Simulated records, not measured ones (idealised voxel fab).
The name of this process module is voxel released beams.
Each square cell in cross-section cut measures 5 nm, and the section as a whole is 155 nm wide.
Reading order for cross-sections: top band down to bottom band. Underlying form: a grid of square cells. Band size: one or more rows of cells.
The band entry comprises the height of the band's top followed by the height of its bottom, expressed in nm, and subsequently the band's materials from left to right, each stated together with its width in nm. Where a single material is marked with the word "full width", that material fills the band from edge to edge. The word "air" represents empty space.
Height 0 is the level under which the wafer as received is all one material. The lowest band goes on downwards, as in "0..down".
With a width like "30..40", each row of cells in the band differs from the next by the same amount, the top row carrying the first number and the bottom row the second.
Given "stayed the same" for a step, no cell of the cross-section differs between before and after that step.
Voids not open to the top, 8 cells minimum: see "Closed void catalog". Written width x height at distance; distance is from the left edge; nm.
Formally, on a step line, whatever follows the settings is a remark that the simulator itself makes on the step.
"overlay nm" denotes, for a step that has a mask, the displacement of the mask to the right of its planned place, with negative values corresponding to the left.

So here's the lineup of process steps we planned:
step 1: RECEIVE,material Si
step 2: CONFORMAL_DEP,material SiN,thk nm 10
step 3: DIRECTIONAL_DEP,material SiO2,thk nm 10
step 4: MASKED_ETCH,tone open,mask id ANCHOR,width nm 45,etch materials SiO2,depth nm 20,overlay nm 0
step 5: CONFORMAL_DEP,material polySi,thk nm 15
step 6: PATTERN,tone cover,mask id BEAM,material resist,width nm 100,thk nm 15,overlay nm 0
step 7: DIRECTIONAL_ETCH,etch materials polySi,depth nm 15
step 8: STRIP,etch materials resist
step 9: STRIP,etch materials SiO2
varied across the wafers: thk nm of step 3. The plan shows the first wafer's value. All wafers start alike

As-received state after step 1, first of several wafers, cross-section:
> 0..down: Si full width
> Closed void catalog: none

Below: a row per wafer. Contents at end of module: for every material, cells gained since receipt (+) or lost since receipt (-); then closed voids:
thk nm 10, +62 SiN, +72 polySi, Closed void catalog: none
thk nm 15, +62 SiN, +78 polySi, Closed void catalog: none
thk nm 20, +62 SiN, +84 polySi, Closed void catalog: none
thk nm 25, +62 SiN, Closed void catalog: none
thk nm 30, +62 SiN, Closed void catalog: none
thk nm 35, +62 SiN, Closed void catalog: none
